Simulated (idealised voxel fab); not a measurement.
This section sets out a process module, namely voxel released beams.
Each square cell in cross-section cut measures 5 nm, and the section as a whole is 190 nm wide.
Notation: cross-section as square-cell grid; stated in bands, top first, going down; one or more cell rows per band.
Band: top height; bottom height; in nm. Then, left to right: material with width in nm, for each material. "everywhere": a single material spanning edge to edge. "empty": empty space.
It should be noted that heights are counted from 0, beneath which the wafer as supplied is of one material throughout, and that the lowest band possesses no lower boundary but continues downward, as written in "0 -> down".
Think of "30->40" as a width that walks from the first number to the second as you go down the band, top row to bottom row, taking equal-sized steps from row to row.
Step marked "no change"? Then no cell in the cross-section changed in it.
"Enclosed internal cavities" contains a list of empty spaces, each no smaller than 8 cells and without an open way to the top, written in the form width x height at distance with the distance from the left edge and all three in nm.
Past the settings on a step's line: simulator remark, on that step.
"overlay nm" on a masked step: distance the mask lay right of its planned place, negative for left.
Listed below are the process steps as planned:
step 1: RECEIVE with material Si
step 2: CONFORMAL_DEP with material SiN, thk nm 5
step 3: DIRECTIONAL_DEP with material SiO2, thk nm 20
step 4: PATTERN with tone open, mask id ANCHOR, material resist, width nm 35, thk nm 15, overlay nm 0
step 5: DIRECTIONAL_ETCH with etch materials SiO2, depth nm 20
step 6: STRIP with etch materials resist
step 7: CONFORMAL_DEP with material W, thk nm 10
step 8: PATTERN with tone cover, mask id BEAM, material resist, width nm 120, thk nm 15, overlay nm 0
step 9: DIRECTIONAL_ETCH with etch materials W, depth nm 10
step 10: STRIP with etch materials resist
step 11: STRIP with etch materials SiO2
Cross-section, incoming material, after step 1:
	0 -> down | Si everywhere
	Enclosed internal cavities: none
Cross-section at module end, one run error; start and plan unchanged from above:
	35 -> 25 | 30 nm empty, then 120 nm W, then 40 nm empty
	25 -> 20 | SiN everywhere
	20 -> 0 | SiO2 everywhere
	0 -> down | Si everywhere
	Enclosed internal cavities: none
what went wrong: steps 2 and 3 run out of order (swapped)
